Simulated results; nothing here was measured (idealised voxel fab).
Module name: voxel capacitor over wiring (process module)
In the cross-section labelled cut, the width is 245 nm and each square cell is 5 nm.
Each cross-section below is a grid of square cells, stated as bands in top-down order, with one or more rows of cells making up each band.
Top height, bottom height, nm. Materials left to right, width each, nm. Single material + "everywhere" = fills band edge to edge. "empty" = empty.
Heights are reckoned from 0. Under this level, the received wafer is all of one material. The bottommost band is open-ended downward, for example "z 0 and below".
Note: "30..40" means the width goes from the first number (top row of the band) to the second number (bottom row) in equal steps per row of cells.
"same as before" -> step changed no cross-section cell.
In the "closed voids" entry, you get each enclosed empty space of 8 cells or more, one with no open way to the top, written width x height at distance, distance from the left edge, in nm.
Heads up: the bit after the settings on a step's line is the simulator's remark on that step.
overlay nm: for a step with a mask, the amount by which the mask lay right of where it was planned; a negative amount means left of it.
### plan
1 RECEIVE, material Si
2 CONFORMAL_DEP, material SiO2, thk nm 15
3 DIRECTIONAL_DEP, material TiN, thk nm 5
4 DIRECTIONAL_DEP, material Ru, thk nm 25
5 PATTERN, tone cover, mask id METAL_1, material resist, width nm 20, pitch nm 75, thk nm 20, overlay nm 0
6 DIRECTIONAL_ETCH, etch materials Ru, depth nm 25
7 DIRECTIONAL_ETCH, etch materials TiN, depth nm 5
8 STRIP, etch materials resist
9 CONFORMAL_DEP, material SiCN, thk nm 5
10 FILL_DEP, material SiO2, thk nm 5
11 CMP, height nm 45
12 CONFORMAL_DEP, material SiCN, thk nm 5
13 DIRECTIONAL_DEP, material lowk, thk nm 20
14 MASKED_ETCH, tone open, mask id PLUG_1, width nm 15, etch materials lowk, depth nm 20, overlay nm 0
15 MASKED_ETCH, tone open, mask id PLUG_1, width nm 15, etch materials SiCN, depth nm 5, overlay nm 0
16 CONFORMAL_DEP, material TiN, thk nm 5
17 FILL_DEP, material W, thk nm 10
18 CMP, height nm 70
19 DIRECTIONAL_DEP, material TiN, thk nm 5
20 DIRECTIONAL_DEP, material SiN, thk nm 5
21 DIRECTIONAL_DEP, material TiN, thk nm 10
22 DIRECTIONAL_DEP, material aC, thk nm 10
23 PATTERN, tone cover, mask id UPPER_PLATE, material resist, width nm 60, thk nm 25, overlay nm 0
24 DIRECTIONAL_ETCH, etch materials aC, depth nm 10
25 STRIP, etch materials resist
26 DIRECTIONAL_ETCH, etch materials TiN, depth nm 10
27 DIRECTIONAL_ETCH, etch materials SiN, depth nm 5
28 STRIP, etch materials aC
29 PATTERN, tone cover, mask id LOWER_PLATE, material resist, width nm 70, thk nm 15, overlay nm 0
30 DIRECTIONAL_ETCH, etch materials TiN, depth nm 5
31 STRIP, etch materials resist
32 FILL_DEP, material SiO2, thk nm 20
33 CMP, height nm 105
34 PATTERN, tone open, mask id PLUG_2, material resist, width nm 15, thk nm 20, overlay nm 0
35 DIRECTIONAL_ETCH, etch materials SiO2, depth nm 15
36 STRIP, etch materials resist
37 CONFORMAL_DEP, material TiN, thk nm 5
38 FILL_DEP, material Ru, thk nm 10
39 CMP, height nm 105
40 CONFORMAL_DEP, material SiN, thk nm 5
### Run as planned: first of two wafers
### as received, after step 1
* z 0 and below: Si everywhere
* closed voids: none
### The wafer in cross-section once step 2 is complete
* z 15 to 0: SiO2 everywhere
* Heights below 0 show no change.
### The wafer in cross-section once step 3 is complete
* z 20 to 15: TiN everywhere
* Heights below 15 show no change.
### The wafer in cross-section once step 4 is complete
* z 45 to 20: Ru everywhere
* Heights below 20 show no change.
### The wafer in cross-section once step 5 is complete
* z 65 to 45: empty 75 / resist 20 / empty 55 / resist 20 / empty 75
* Heights below 45 show no change.
### The wafer in cross-section once step 6 is complete
* z 65 to 45: empty 75 / resist 20 / empty 55 / resist 20 / empty 75
* z 45 to 20: empty 75 / Ru 20 / empty 55 / Ru 20 / empty 75
* Heights below 20 show no change.
### The wafer in cross-section once step 7 is complete
* z 65 to 45: empty 75 / resist 20 / empty 55 / resist 20 / empty 75
* z 45 to 20: empty 75 / Ru 20 / empty 55 / Ru 20 / empty 75
* z 20 to 15: empty 75 / TiN 20 / empty 55 / TiN 20 / empty 75
* Heights below 15 show no change.
### The wafer in cross-section once step 8 is complete
* z 45 to 20: empty 75 / Ru 20 / empty 55 / Ru 20 / empty 75
* Heights below 20 show no change.
### The wafer in cross-section once step 9 is complete
* z 50 to 45: empty 70 / SiCN 30 / empty 45 / SiCN 30 / empty 70
* z 45 to 20: empty 70 / SiCN 5 / Ru 20 / SiCN 5 / empty 45 / SiCN 5 / Ru 20 / SiCN 5 / empty 70
* z 20 to 15: SiCN 75 / TiN 20 / SiCN 55 / TiN 20 / SiCN 75
* Heights below 15 show no change.
### The wafer in cross-section once step 10 is complete
* z 55 to 50: SiO2 everywhere
* z 50 to 45: SiO2 70 / SiCN 30 / SiO2 45 / SiCN 30 / SiO2 70
* z 45 to 20: SiO2 70 / SiCN 5 / Ru 20 / SiCN 5 / SiO2 45 / SiCN 5 / Ru 20 / SiCN 5 / SiO2 70
* Heights below 20 show no change.
### The wafer in cross-section once step 11 is complete
* z 45 to 20: SiO2 70 / SiCN 5 / Ru 20 / SiCN 5 / SiO2 45 / SiCN 5 / Ru 20 / SiCN 5 / SiO2 70
* Heights below 20 show no change.
### The wafer in cross-section once step 12 is complete
* z 50 to 45: SiCN everywhere
* Heights below 45 show no change.
### The wafer in cross-section once step 13 is complete
* z 70 to 50: lowk everywhere
* Heights below 50 show no change.
### The wafer in cross-section once step 14 is complete
* z 70 to 50: lowk 80 / empty 15 / lowk 150
* Heights below 50 show no change.
### The wafer in cross-section once step 15 is complete
* z 70 to 50: lowk 80 / empty 15 / lowk 150
* z 50 to 45: SiCN 80 / empty 15 / SiCN 150
* Heights below 45 show no change.
### The wafer in cross-section once step 16 is complete
* z 75 to 70: TiN 85 / empty 5 / TiN 155
* z 70 to 50: lowk 80 / TiN 5 / empty 5 / TiN 5 / lowk 150
* z 50 to 45: SiCN 80 / TiN 15 / SiCN 150
* Heights below 45 show no change.
### The wafer in cross-section once step 17 is complete
* z 85 to 75: W everywhere
* z 75 to 70: TiN 85 / W 5 / TiN 155
* z 70 to 50: lowk 80 / TiN 5 / W 5 / TiN 5 / lowk 150
* Heights below 50 show no change.
### The wafer in cross-section once step 18 is complete
* z 70 to 50: lowk 80 / TiN 5 / W 5 / TiN 5 / lowk 150
* Heights below 50 show no change.
### The wafer in cross-section once step 19 is complete
* z 75 to 70: TiN everywhere
* Heights below 70 show no change.
### The wafer in cross-section once step 20 is complete
* z 80 to 75: SiN everywhere
* Heights below 75 show no change.
### The wafer in cross-section once step 21 is complete
* z 90 to 80: TiN everywhere
* Heights below 80 show no change.
### The wafer in cross-section once step 22 is complete
* z 100 to 90: aC everywhere
* Heights below 90 show no change.
### The wafer in cross-section once step 23 is complete
* z 125 to 100: empty 80 / resist 60 / empty 105
* Heights below 100 show no change.
### The wafer in cross-section once step 24 is complete
* z 115 to 100: empty 80 / resist 60 / empty 105
* z 100 to 90: empty 80 / aC 60 / empty 105
* Heights below 90 show no change.
### The wafer in cross-section once step 25 is complete
* z 100 to 90: empty 80 / aC 60 / empty 105
* Heights below 90 show no change.
### The wafer in cross-section once step 26 is complete
* z 100 to 90: empty 80 / aC 60 / empty 105
* z 90 to 80: empty 80 / TiN 60 / empty 105
* Heights below 80 show no change.
### The wafer in cross-section once step 27 is complete
* z 100 to 90: empty 80 / aC 60 / empty 105
* z 90 to 80: empty 80 / TiN 60 / empty 105
* z 80 to 75: empty 80 / SiN 60 / empty 105
* Heights below 75 show no change.
### The wafer in cross-section once step 28 is complete
* z 90 to 80: empty 80 / TiN 60 / empty 105
* Heights below 80 show no change.
### The wafer in cross-section once step 29 is complete
* z 105 to 90: empty 75 / resist 70 / empty 100
* z 90 to 80: empty 75 / resist 5 / TiN 60 / resist 5 / empty 100
* z 80 to 75: empty 75 / resist 5 / SiN 60 / resist 5 / empty 100
* Heights below 75 show no change.
### The wafer in cross-section once step 30 is complete
* z 105 to 90: empty 75 / resist 70 / empty 100
* z 90 to 80: empty 75 / resist 5 / TiN 60 / resist 5 / empty 100
* z 80 to 75: empty 75 / resist 5 / SiN 60 / resist 5 / empty 100
* z 75 to 70: empty 75 / TiN 70 / empty 100
* Heights below 70 show no change.
### The wafer in cross-section once step 31 is complete
* z 90 to 80: empty 80 / TiN 60 / empty 105
* z 80 to 75: empty 80 / SiN 60 / empty 105
* Heights below 75 show no change.
### The wafer in cross-section once step 32 is complete
* z 110 to 90: SiO2 everywhere
* z 90 to 80: SiO2 80 / TiN 60 / SiO2 105
* z 80 to 75: SiO2 80 / SiN 60 / SiO2 105
* z 75 to 70: SiO2 75 / TiN 70 / SiO2 100
* Heights below 70 show no change.
### The wafer in cross-section once step 33 is complete
* z 105 to 90: SiO2 everywhere
* Heights below 90 show no change.
### The wafer in cross-section once step 34 is complete
* z 125 to 105: resist 90 / empty 15 / resist 140
* Heights below 105 show no change.
### The wafer in cross-section once step 35 is complete
* z 125 to 105: resist 90 / empty 15 / resist 140
* z 105 to 90: SiO2 90 / empty 15 / SiO2 140
* Heights below 90 show no change.
### The wafer in cross-section once step 36 is complete
* z 105 to 90: SiO2 90 / empty 15 / SiO2 140
* Heights below 90 show no change.
### The wafer in cross-section once step 37 is complete
* z 110 to 105: TiN 95 / empty 5 / TiN 145
* z 105 to 95: SiO2 90 / TiN 5 / empty 5 / TiN 5 / SiO2 140
* z 95 to 90: SiO2 90 / TiN 15 / SiO2 140
* Heights below 90 show no change.
### The wafer in cross-section once step 38 is complete
* z 120 to 110: Ru everywhere
* z 110 to 105: TiN 95 / Ru 5 / TiN 145
* z 105 to 95: SiO2 90 / TiN 5 / Ru 5 / TiN 5 / SiO2 140
* Heights below 95 show no change.
### The wafer in cross-section once step 39 is complete
* z 105 to 95: SiO2 90 / TiN 5 / Ru 5 / TiN 5 / SiO2 140
* Heights below 95 show no change.
### The wafer in cross-section once step 40 is complete
* z 110 to 105: SiN everywhere
* Heights below 105 show no change.
### What follows concerns the second wafer, which started out like the first and was meant to follow the very same plan; one mistake crept in when it was run, but everything up to and including step 2 is the same as for the first wafer
### Second wafer, sectioned view, at step 3's planned end time
* z 30 to 15: TiN everywhere
* Heights below 15 show no change.
### Second wafer, sectioned view, at step 4's planned end time
* z 55 to 30: Ru everywhere
* Heights below 30 show no change.
### Second wafer, sectioned view, at step 5's planned end time
* z 75 to 55: empty 75 / resist 20 / empty 55 / resist 20 / empty 75
* Heights below 55 show no change.
### Second wafer, sectioned view, at step 6's planned end time
* z 75 to 55: empty 75 / resist 20 / empty 55 / resist 20 / empty 75
* z 55 to 30: empty 75 / Ru 20 / empty 55 / Ru 20 / empty 75
* Heights below 30 show no change.
### Second wafer, sectioned view, at step 7's planned end time
* z 75 to 55: empty 75 / resist 20 / empty 55 / resist 20 / empty 75
* z 55 to 30: empty 75 / Ru 20 / empty 55 / Ru 20 / empty 75
* z 30 to 25: empty 75 / TiN 20 / empty 55 / TiN 20 / empty 75
* Heights below 25 show no change.
### Second wafer, sectioned view, at step 8's planned end time
* z 55 to 30: empty 75 / Ru 20 / empty 55 / Ru 20 / empty 75
* Heights below 30 show no change.
### Second wafer, sectioned view, at step 9's planned end time
* z 60 to 55: empty 70 / SiCN 30 / empty 45 / SiCN 30 / empty 70
* z 55 to 30: empty 70 / SiCN 5 / Ru 20 / SiCN 5 / empty 45 / SiCN 5 / Ru 20 / SiCN 5 / empty 70
* z 30 to 25: SiCN 75 / TiN 20 / SiCN 55 / TiN 20 / SiCN 75
* Heights below 25 show no change.
### Second wafer, sectioned view, at step 10's planned end time
* z 65 to 60: SiO2 everywhere
* z 60 to 55: SiO2 70 / SiCN 30 / SiO2 45 / SiCN 30 / SiO2 70
* z 55 to 30: SiO2 70 / SiCN 5 / Ru 20 / SiCN 5 / SiO2 45 / SiCN 5 / Ru 20 / SiCN 5 / SiO2 70
* Heights below 30 show no change.
### Second wafer, sectioned view, at step 11's planned end time
* z 45 to 30: SiO2 70 / SiCN 5 / Ru 20 / SiCN 5 / SiO2 45 / SiCN 5 / Ru 20 / SiCN 5 / SiO2 70
* Heights below 30 show no change.
### Second wafer, sectioned view, at step 12's planned end time
* z 50 to 45: SiCN everywhere
* Heights below 45 show no change.
### Second wafer, sectioned view, at step 13's planned end time
* z 70 to 50: lowk everywhere
* Heights below 50 show no change.
### Second wafer, sectioned view, at step 14's planned end time
* z 70 to 50: lowk 80 / empty 15 / lowk 150
* Heights below 50 show no change.
### Second wafer, sectioned view, at step 15's planned end time
* z 70 to 50: lowk 80 / empty 15 / lowk 150
* z 50 to 45: SiCN 80 / empty 15 / SiCN 150
* Heights below 45 show no change.
### Second wafer, sectioned view, at step 16's planned end time
* z 75 to 70: TiN 85 / empty 5 / TiN 155
* z 70 to 50: lowk 80 / TiN 5 / empty 5 / TiN 5 / lowk 150
* z 50 to 45: SiCN 80 / TiN 15 / SiCN 150
* Heights below 45 show no change.
### Second wafer, sectioned view, at step 17's planned end time
* z 85 to 75: W everywhere
* z 75 to 70: TiN 85 / W 5 / TiN 155
* z 70 to 50: lowk 80 / TiN 5 / W 5 / TiN 5 / lowk 150
* Heights below 50 show no change.
### Second wafer, sectioned view, at step 18's planned end time
* z 70 to 50: lowk 80 / TiN 5 / W 5 / TiN 5 / lowk 150
* Heights below 50 show no change.
### Second wafer, sectioned view, at step 19's planned end time
* z 75 to 70: TiN everywhere
* Heights below 70 show no change.
### Second wafer, sectioned view, at step 20's planned end time
* z 80 to 75: SiN everywhere
* Heights below 75 show no change.
### Second wafer, sectioned view, at step 21's planned end time
* z 90 to 80: TiN everywhere
* Heights below 80 show no change.
### Second wafer, sectioned view, at step 22's planned end time
* z 100 to 90: aC everywhere
* Heights below 90 show no change.
### Second wafer, sectioned view, at step 23's planned end time
* z 125 to 100: empty 80 / resist 60 / empty 105
* Heights below 100 show no change.
### Second wafer, sectioned view, at step 24's planned end time
* z 115 to 100: empty 80 / resist 60 / empty 105
* z 100 to 90: empty 80 / aC 60 / empty 105
* Heights below 90 show no change.
### Second wafer, sectioned view, at step 25's planned end time
* z 100 to 90: empty 80 / aC 60 / empty 105
* Heights below 90 show no change.
### Second wafer, sectioned view, at step 26's planned end time
* z 100 to 90: empty 80 / aC 60 / empty 105
* z 90 to 80: empty 80 / TiN 60 / empty 105
* Heights below 80 show no change.
### Second wafer, sectioned view, at step 27's planned end time
* z 100 to 90: empty 80 / aC 60 / empty 105
* z 90 to 80: empty 80 / TiN 60 / empty 105
* z 80 to 75: empty 80 / SiN 60 / empty 105
* Heights below 75 show no change.
### Second wafer, sectioned view, at step 28's planned end time
* z 90 to 80: empty 80 / TiN 60 / empty 105
* Heights below 80 show no change.
### Second wafer, sectioned view, at step 29's planned end time
* z 105 to 90: empty 75 / resist 70 / empty 100
* z 90 to 80: empty 75 / resist 5 / TiN 60 / resist 5 / empty 100
* z 80 to 75: empty 75 / resist 5 / SiN 60 / resist 5 / empty 100
* Heights below 75 show no change.
### Second wafer, sectioned view, at step 30's planned end time
* z 105 to 90: empty 75 / resist 70 / empty 100
* z 90 to 80: empty 75 / resist 5 / TiN 60 / resist 5 / empty 100
* z 80 to 75: empty 75 / resist 5 / SiN 60 / resist 5 / empty 100
* z 75 to 70: empty 75 / TiN 70 / empty 100
* Heights below 70 show no change.
### Second wafer, sectioned view, at step 31's planned end time
* z 90 to 80: empty 80 / TiN 60 / empty 105
* z 80 to 75: empty 80 / SiN 60 / empty 105
* Heights below 75 show no change.
### Second wafer, sectioned view, at step 32's planned end time
* z 110 to 90: SiO2 everywhere
* z 90 to 80: SiO2 80 / TiN 60 / SiO2 105
* z 80 to 75: SiO2 80 / SiN 60 / SiO2 105
* z 75 to 70: SiO2 75 / TiN 70 / SiO2 100
* Heights below 70 show no change.
### Second wafer, sectioned view, at step 33's planned end time
* z 105 to 90: SiO2 everywhere
* Heights below 90 show no change.
### Second wafer, sectioned view, at step 34's planned end time
* z 125 to 105: resist 90 / empty 15 / resist 140
* Heights below 105 show no change.
### Second wafer, sectioned view, at step 35's planned end time
* z 125 to 105: resist 90 / empty 15 / resist 140
* z 105 to 90: SiO2 90 / empty 15 / SiO2 140
* Heights below 90 show no change.
### Second wafer, sectioned view, at step 36's planned end time
* z 105 to 90: SiO2 90 / empty 15 / SiO2 140
* Heights below 90 show no change.
### Second wafer, sectioned view, at step 37's planned end time
* z 110 to 105: TiN 95 / empty 5 / TiN 145
* z 105 to 95: SiO2 90 / TiN 5 / empty 5 / TiN 5 / SiO2 140
* z 95 to 90: SiO2 90 / TiN 15 / SiO2 140
* Heights below 90 show no change.
### Second wafer, sectioned view, at step 38's planned end time
* z 120 to 110: Ru everywhere
* z 110 to 105: TiN 95 / Ru 5 / TiN 145
* z 105 to 95: SiO2 90 / TiN 5 / Ru 5 / TiN 5 / SiO2 140
* Heights below 95 show no change.
### Second wafer, sectioned view, at step 39's planned end time
* z 105 to 95: SiO2 90 / TiN 5 / Ru 5 / TiN 5 / SiO2 140
* Heights below 95 show no change.
### Second wafer, sectioned view, at step 40's planned end time
* z 110 to 105: SiN everywhere
* Heights below 105 show no change.
what went wrong: step 3 deviated from plan and actually ran as DIRECTIONAL_DEP, material TiN, thk nm 15
End check, counted in cells, second wafer has more or fewer of these materials than the first: Ru -16, SiCN -8, SiO2 -74, TiN +98
